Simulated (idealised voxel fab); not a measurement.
This is a process module. Its name is voxel capacitor over wiring.
255 nm wide, 5 nm square cells: that's cross-section cut.
A cross-section is a grid of square cells, given in bands from the top down. A band is one or more rows of cells. Each band's line starts with the height of the band's top and of its bottom, in nm. Then come its materials from left to right, each with its width in nm. One material with "throughout" fills the band from edge to edge. "empty" is empty space. Height datum 0, below which the as-received substrate wafer is one material. Lowest band open at the bottom, running downward: "top 0, no bottom". Read "30->40" as a graded width: first number on top, second number at the bottom, same change between each pair of neighbouring rows. No cell of the cross-section changed in a step that is given as "identical to before". Voids not open to the top, 8 cells minimum: see "Enclosed empty spaces". Written width x height at distance; distance is from the left edge; nm. On each step's line, the part that comes after the settings is the simulator's own comment on the step. If you see "overlay nm" on a step's line and that step has a mask, it's telling you how far right of where it was planned the mask ended up; a negative number means it went left instead.
-- This section lists the process steps that were planned
- 1: RECEIVE,material Si
- 2: CONFORMAL_DEP,material SiO2,thk nm 15
- 3: DIRECTIONAL_DEP,material TiN,thk nm 5
- 4: DIRECTIONAL_DEP,material Ru,thk nm 15
- 5: PATTERN,tone cover,mask id METAL_1,material resist,width nm 30,pitch nm 95,thk nm 15,overlay nm 0
- 6: DIRECTIONAL_ETCH,etch materials Ru,depth nm 15
- 7: DIRECTIONAL_ETCH,etch materials TiN,depth nm 5
- 8: STRIP,etch materials resist
- 9: FILL_DEP,material lowk,thk nm 5
- 10: CMP,height nm 35
- 11: CONFORMAL_DEP,material SiCN,thk nm 5
- 12: DIRECTIONAL_DEP,material SiO2,thk nm 10
- 13: MASKED_ETCH,tone open,mask id PLUG_1,width nm 15,etch materials SiO2,depth nm 10,overlay nm 0
- 14: MASKED_ETCH,tone open,mask id PLUG_1,width nm 15,etch materials SiCN,depth nm 5,overlay nm 0
- 15: EPI,material Ru,thk nm 10
- 16: EPI,material Ru,thk nm 5
- 17: DIRECTIONAL_DEP,material TiN,thk nm 5
- 18: DIRECTIONAL_DEP,material HfO2,thk nm 5
- 19: DIRECTIONAL_DEP,material TiN,thk nm 5
- 20: DIRECTIONAL_DEP,material aC,thk nm 10
- 21: PATTERN,tone cover,mask id UPPER_PLATE,material resist,width nm 70,thk nm 25,overlay nm 0
- 22: DIRECTIONAL_ETCH,etch materials aC,depth nm 10
- 23: STRIP,etch materials resist
- 24: DIRECTIONAL_ETCH,etch materials TiN,depth nm 5
- 25: DIRECTIONAL_ETCH,etch materials HfO2,depth nm 5
- 26: STRIP,etch materials aC
- 27: PATTERN,tone cover,mask id LOWER_PLATE,material resist,width nm 80,thk nm 15,overlay nm 0
- 28: DIRECTIONAL_ETCH,etch materials TiN,depth nm 5
- 29: STRIP,etch materials resist
- 30: FILL_DEP,material SiO2,thk nm 15
- 31: CMP,height nm 75
- 32: PATTERN,tone open,mask id PLUG_2,material resist,width nm 15,thk nm 15,overlay nm 0
- 33: DIRECTIONAL_ETCH,etch materials SiO2,depth nm 10
- 34: STRIP,etch materials resist
- 35: CONFORMAL_DEP,material TiN,thk nm 5
- 36: FILL_DEP,material Cu,thk nm 10
- 37: CMP,height nm 75
- 38: CONFORMAL_DEP,material SiCN,thk nm 5
-- Wafer cross-section on receipt, i.e. after step 1
> top 0, no bottom = Si throughout
> Enclosed empty spaces: none
-- The plan above was carried out on the starting structure above with one mistake, and this cross-section shows the wafer at the end of the module
> top 80, bottom 75 = SiCN throughout
> top 75, bottom 70 = 90 nm SiO2, 15 nm TiN, 150 nm SiO2
> top 70, bottom 65 = 80 nm SiO2, 5 nm TiN, 5 nm SiO2, 60 nm TiN, 105 nm SiO2
> top 65, bottom 60 = 80 nm SiO2, 5 nm HfO2, 5 nm TiN, 60 nm HfO2, 105 nm SiO2
> top 60, bottom 55 = 85 nm Ru, 5 nm HfO2, 165 nm Ru
> top 55, bottom 50 = 80 nm TiN, 15 nm Ru, 160 nm TiN
> top 50, bottom 45 = 80 nm SiO2, 15 nm TiN, 160 nm SiO2
> top 45, bottom 40 = 80 nm SiO2, 15 nm Ru, 160 nm SiO2
> top 40, bottom 35 = 80 nm SiCN, 15 nm Ru, 160 nm SiCN
> top 35, bottom 20 = 65 nm lowk, 30 nm Ru, 65 nm lowk, 30 nm Ru, 65 nm lowk
> top 20, bottom 15 = 65 nm lowk, 30 nm TiN, 65 nm lowk, 30 nm TiN, 65 nm lowk
> top 15, bottom 0 = SiO2 throughout
> top 0, no bottom = Si throughout
> Enclosed empty spaces: none
Short version of what went wrong: so 16 and 17 got swapped relative to the plan, each ran where the other was supposed to
